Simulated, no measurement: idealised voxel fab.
Process module under the name voxel transistor to metal
It is cross-section cut that appears here, measuring 170 nm in width, its square cells being 5 nm in size.
Bands, listed from the top down, are how a cross-section gets written in this document; the cross-section itself is a grid of square cells, and a band is one or more rows of them. Top height, bottom height, nm. Materials left to right, width each, nm. Single material + "throughout" = fills band edge to edge. "air" = empty. Height is counted from the level 0, under which the received wafer is composed throughout of one material. The lowest of the bands is not closed at the bottom but continues downward, in the notation "top 0, no bottom". A two-number width, for instance "30 to 40", indicates that the width is equal to the first number in the top row of the band and to the second number in the bottom row, and that it changes by a constant amount per row of cells. Step marked "remained the same"? Then no cell in the cross-section changed in it. Entry "Trapped cavities". Content: empty spaces with no open connection to the top, size 8 cells or greater. Each: width x height at distance. Distance: from left edge. Unit: nm. Read whatever lies past the settings on a step's line as the simulator's own remark about the step. overlay nm, on a step with a mask: how far to the right of its planned place the mask lay; to the left if negative.

The process steps that were planned are listed below
| 1 | RECEIVE, material Si |
| 2 | OXIDIZE, depth nm 5 |
| 3 | CONFORMAL_DEP, material SiN, thk nm 10 |
| 4 | MASKED_ETCH, tone cover, mask id ACTIVE, width nm 125, etch materials SiN, depth nm 10, overlay nm 0 |
| 5 | MASKED_ETCH, tone cover, mask id ACTIVE, width nm 125, etch materials SiO2, depth nm 5, overlay nm 0 |
| 6 | MASKED_ETCH, tone cover, mask id ACTIVE, width nm 125, etch materials Si, depth nm 25, overlay nm 0 |
| 7 | OXIDIZE, depth nm 5 |
| 8 | FILL_DEP, material SiO2, thk nm 15 |
| 9 | CMP, height nm 10 |
| 10 | SELECTIVE_ETCH, etch materials SiO2, depth nm 5 |
| 11 | STRIP, etch materials SiN |
| 12 | SELECTIVE_ETCH, etch materials SiO2, depth nm 5 |
| 13 | OXIDIZE, depth nm 5 |
| 14 | DIRECTIONAL_DEP, material polySi, thk nm 30 |
| 15 | DIRECTIONAL_DEP, material SiCN, thk nm 10 |
| 16 | MASKED_ETCH, tone cover, mask id GATE, width nm 25, etch materials SiCN, depth nm 20, overlay nm 0 |
| 17 | MASKED_ETCH, tone cover, mask id GATE, width nm 25, etch materials polySi, depth nm 40, overlay nm 0 |
| 18 | CONFORMAL_DEP, material SiO2, thk nm 5 |
| 19 | DIRECTIONAL_ETCH, etch materials SiO2, depth nm 5 |
| 20 | CONFORMAL_DEP, material SiN, thk nm 10 |
| 21 | DIRECTIONAL_ETCH, etch materials SiN, depth nm 10 |
| 22 | DIRECTIONAL_ETCH, etch materials SiO2, depth nm 5 |
| 23 | DIRECTIONAL_ETCH, etch materials Si, depth nm 10 |
| 24 | EPI, material pSi, thk nm 15 |
| 25 | FILL_DEP, material SiO2, thk nm 5 |
| 26 | CMP, height nm 35 |
| 27 | DIRECTIONAL_DEP, material SiO2, thk nm 10 |
| 28 | PATTERN, tone open, mask id CONTACT, material resist, width nm 35, pitch nm 70, thk nm 20, overlay nm 0 |
| 29 | DIRECTIONAL_ETCH, etch materials SiO2, depth nm 40 |
| 30 | STRIP, etch materials resist |
| 31 | CONFORMAL_DEP, material TiN, thk nm 5 |
| 32 | FILL_DEP, material W, thk nm 10 |
| 33 | CMP, height nm 45 |
| 34 | CONFORMAL_DEP, material SiN, thk nm 5 |
| 35 | DIRECTIONAL_DEP, material lowk, thk nm 25 |
| 36 | DIRECTIONAL_DEP, material aC, thk nm 15 |
| 37 | PATTERN, tone open, mask id METAL_1, material resist, width nm 20, pitch nm 85, thk nm 30, overlay nm 0 |
| 38 | DIRECTIONAL_ETCH, etch materials aC, depth nm 15 |
| 39 | STRIP, etch materials resist |
| 40 | DIRECTIONAL_ETCH, etch materials lowk, depth nm 25 |
| 41 | DIRECTIONAL_ETCH, etch materials SiN, depth nm 5 |
| 42 | STRIP, etch materials aC |
| 43 | CONFORMAL_DEP, material TiN, thk nm 5 |
| 44 | FILL_DEP, material Ru, thk nm 5 |
| 45 | CMP, height nm 75 |
| 46 | CONFORMAL_DEP, material SiCN, thk nm 5 |
| 47 | DIRECTIONAL_DEP, material lowk, thk nm 25 |
| 48 | MASKED_ETCH, tone open, mask id METAL_2, width nm 20, pitch nm 85, etch materials lowk, depth nm 15, overlay nm 0 |
| 49 | MASKED_ETCH, tone open, mask id METAL_2_HOLES, width nm 15, pitch nm 85, etch materials lowk, depth nm 10, overlay nm 0 |
| 50 | MASKED_ETCH, tone open, mask id METAL_2_HOLES, width nm 15, pitch nm 85, etch materials SiCN, depth nm 5, overlay nm 0 |
| 51 | CONFORMAL_DEP, material TiN, thk nm 5 |
| 52 | FILL_DEP, material Cu, thk nm 10 |
| 53 | CMP, height nm 105 |
| 54 | CONFORMAL_DEP, material SiCN, thk nm 5 |

As received (post step 1): cross-section
* top 0, no bottom | Si throughout
* Trapped cavities: none

A wafer at the end: this start, this plan, one mistake
* top 110, bottom 105 | SiCN throughout
* top 105, bottom 95 | lowk 30, TiN 5, Cu 10, TiN 5, lowk 65, TiN 5, Cu 10, TiN 5, lowk 35
* top 95, bottom 90 | lowk 30, TiN 5, Cu 5, TiN 10, lowk 65, TiN 5, Cu 5, TiN 10, lowk 35
* top 90, bottom 80 | lowk 30, TiN 5, Cu 5, TiN 5, lowk 70, TiN 5, Cu 5, TiN 5, lowk 40
* top 80, bottom 75 | SiCN 30, TiN 15, SiCN 70, TiN 15, SiCN 40
* top 75, bottom 60 | lowk 30, TiN 5, Ru 10, TiN 5, lowk 65, TiN 5, Ru 10, TiN 5, lowk 35
* top 60, bottom 55 | SiN 30, TiN 20, SiN 65, TiN 20, SiN 35
* top 55, bottom 45 | SiN throughout
* top 45, bottom 35 | SiO2 30, TiN 5, W 25 to 15, TiN 5 to 15, SiO2 35, TiN 5 to 15, W 25 to 15, TiN 5, SiO2 35
* top 35, bottom 25 | SiO2 30, TiN 5, W 15, TiN 5, SiN 10, SiO2 5, SiCN 25, SiO2 5, SiN 10, TiN 5, W 15, TiN 5, SiO2 35
* top 25, bottom 10 | SiO2 30, TiN 5, W 15, TiN 5, SiN 10, SiO2 5, polySi 25, SiO2 5, SiN 10, TiN 5, W 15, TiN 5, SiO2 35
* top 10, bottom 5 | SiO2 30, TiN 25, SiN 10, SiO2 5, polySi 25, SiO2 5, SiN 10, TiN 25, SiO2 35
* top 5, bottom 0 | SiO2 25, pSi 30, SiN 10, SiO2 5, polySi 25, SiO2 5, SiN 10, pSi 30, SiO2 30
* top 0, bottom -5 | SiO2 20, SiN 10, pSi 25, SiN 10, SiO2 5, polySi 25, SiO2 5, SiN 10, pSi 25, SiN 10, SiO2 25
* top -5, bottom -10 | SiO2 30, pSi 25, SiO2 55, pSi 25, SiO2 35
* top -10, bottom -20 | SiO2 25, Si 5, pSi 25, Si 55, pSi 25, Si 5, SiO2 30
* top -20, bottom -35 | SiO2 25, Si 115, SiO2 30
* top -35, no bottom | Si throughout
* Trapped cavities: none
So what did we get wrong on this run? step 34, actual vs plan mismatch, actual run CONFORMAL_DEP, material SiN, thk nm 15
